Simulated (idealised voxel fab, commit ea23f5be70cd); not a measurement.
The process module that follows is named voxel capacitor over wiring.
250 nm wide, 5 nm square cells: that's cross-section cut.
When this document writes out a cross-section, it uses a grid of square cells and lists it as bands, beginning at the top and moving down, with a band standing for one or more rows of cells.
Look at the band entry: it leads with the top's height and the bottom's height in nm. Then it lists the materials left to right, with a width in nm for each. The word "throughout" on a single material says that material fills the band edge to edge. The word "air" is empty space.
Measure heights from 0. That's the level where, below it, the as-received wafer is all one material. The lowest band is bottomless and extends downward; write it as in "0 and below".
A two-number width, for instance "30->40", indicates that the width is equal to the first number in the top row of the band and to the second number in the bottom row, and that it changes by a constant amount per row of cells.
The cross-section has no changed cell in any step marked "remains unaltered".
The label "Non-vented voids" introduces a list of the empty spaces, 8 cells or larger, that have no open way up to the top; each entry in it reads width x height at distance, where the distance is taken from the left edge and all three are stated in nm.
Where a step's line continues beyond its settings, the continuation is a remark by the simulator itself on that step.
overlay nm: mask offset rightward from planned place, masked step; negative means leftward offset.
Process steps foreseen in the plan:
1) RECEIVE [material Si]
2) CONFORMAL_DEP [material SiO2] [thk nm 10]
3) CONFORMAL_DEP [material SiN] [thk nm 5]
4) DIRECTIONAL_DEP [material lowk] [thk nm 20]
5) PATTERN [tone open] [mask id METAL_1] [material resist] [width nm 20] [pitch nm 90] [thk nm 15] [overlay nm 0]
6) DIRECTIONAL_ETCH [etch materials lowk] [depth nm 20]
7) DIRECTIONAL_ETCH [etch materials SiN] [depth nm 5]
8) STRIP [etch materials resist]
9) CONFORMAL_DEP [material TiN] [thk nm 5]
10) FILL_DEP [material Ru] [thk nm 10]
11) CMP [height nm 35]
12) EPI [material Ru] [thk nm 5]
13) FILL_DEP [material SiCN] [thk nm 5]
14) DIRECTIONAL_DEP [material SiO2] [thk nm 15]
15) PATTERN [tone open] [mask id PLUG_1] [material resist] [width nm 15] [thk nm 15] [overlay nm 0]
16) DIRECTIONAL_ETCH [etch materials SiO2] [depth nm 15]
17) DIRECTIONAL_ETCH [etch materials SiCN] [depth nm 5]
18) STRIP [etch materials resist]
19) EPI [material Ru] [thk nm 10]
20) EPI [material Ru] [thk nm 10]
21) DIRECTIONAL_DEP [material TiN] [thk nm 10]
22) DIRECTIONAL_DEP [material SiN] [thk nm 5]
23) DIRECTIONAL_DEP [material TiN] [thk nm 10]
24) PATTERN [tone cover] [mask id UPPER_PLATE] [material resist] [width nm 75] [thk nm 20] [overlay nm 0]
25) DIRECTIONAL_ETCH [etch materials TiN] [depth nm 10]
26) DIRECTIONAL_ETCH [etch materials SiN] [depth nm 5]
27) STRIP [etch materials resist]
28) PATTERN [tone cover] [mask id LOWER_PLATE] [material resist] [width nm 85] [thk nm 15] [overlay nm 0]
29) DIRECTIONAL_ETCH [etch materials TiN] [depth nm 10]
30) STRIP [etch materials resist]
31) FILL_DEP [material SiO2] [thk nm 15]
32) CMP [height nm 95]
33) PATTERN [tone open] [mask id PLUG_2] [material resist] [width nm 15] [thk nm 15] [overlay nm 0]
34) DIRECTIONAL_ETCH [etch materials SiO2] [depth nm 10]
35) STRIP [etch materials resist]
36) CONFORMAL_DEP [material TiN] [thk nm 5]
37) FILL_DEP [material Ru] [thk nm 5]
38) CMP [height nm 95]
39) CONFORMAL_DEP [material SiN] [thk nm 5]
Cross-section of the wafer at receipt, which is the condition after step 1:
> 0 and below: Si throughout
> Non-vented voids: none
First of two wafers at the end of the module, shown in cross-section; run carried out as planned:
> 100 down to 95: SiN throughout
> 95 down to 90: SiO2: 85, then TiN: 5, then Ru: 5, then TiN: 5, then SiO2: 150
> 90 down to 85: SiO2: 85, then TiN: 15, then SiO2: 150
> 85 down to 75: SiO2: 75, then TiN: 75, then SiO2: 100
> 75 down to 70: SiO2: 75, then SiN: 75, then SiO2: 100
> 70 down to 60: SiO2: 70, then TiN: 85, then SiO2: 95
> 60 down to 45: SiO2: 75, then Ru: 15, then SiO2: 160
> 45 down to 40: SiCN: 75, then Ru: 15, then SiCN: 160
> 40 down to 35: SiCN: 65, then Ru: 30, then SiCN: 60, then Ru: 30, then SiCN: 65
> 35 down to 15: lowk: 70, then TiN: 5, then Ru: 10, then TiN: 5, then lowk: 70, then TiN: 5, then Ru: 10, then TiN: 5, then lowk: 70
> 15 down to 10: SiN: 70, then TiN: 20, then SiN: 70, then TiN: 20, then SiN: 70
> 10 down to 0: SiO2 throughout
> 0 and below: Si throughout
> Non-vented voids: none
Cross-sectional view of the second of two wafers upon completion of the module. This wafer shared its starting condition and process plan with the first; one error was made during its execution:
> 100 down to 95: SiN throughout
> 95 down to 90: SiO2: 85, then TiN: 5, then Ru: 5, then TiN: 5, then SiO2: 150
> 90 down to 85: SiO2: 85, then TiN: 15, then SiO2: 150
> 85 down to 75: SiO2: 70, then TiN: 5, then SiO2: 75, then TiN: 5, then SiO2: 95
> 75 down to 70: SiN: 75, then SiO2: 75, then SiN: 100
> 70 down to 60: TiN throughout
> 60 down to 45: SiO2: 75, then Ru: 15, then SiO2: 160
> 45 down to 40: SiCN: 75, then Ru: 15, then SiCN: 160
> 40 down to 35: SiCN: 65, then Ru: 30, then SiCN: 60, then Ru: 30, then SiCN: 65
> 35 down to 15: lowk: 70, then TiN: 5, then Ru: 10, then TiN: 5, then lowk: 70, then TiN: 5, then Ru: 10, then TiN: 5, then lowk: 70
> 15 down to 10: SiN: 70, then TiN: 20, then SiN: 70, then TiN: 20, then SiN: 70
> 10 down to 0: SiO2 throughout
> 0 and below: Si throughout
> Non-vented voids: none
In executing the process, a mistake was made relative to the plan: step 24 did not use the planned setting and instead ran as PATTERN [tone open] [mask id UPPER_PLATE] [material resist] [width nm 75] [thk nm 20] [overlay nm 0]
Once processing is complete, comparing cell counts shows that the second wafer has more or fewer of certain materials than the first: +20 SiN | -60 SiO2 | +40 TiN
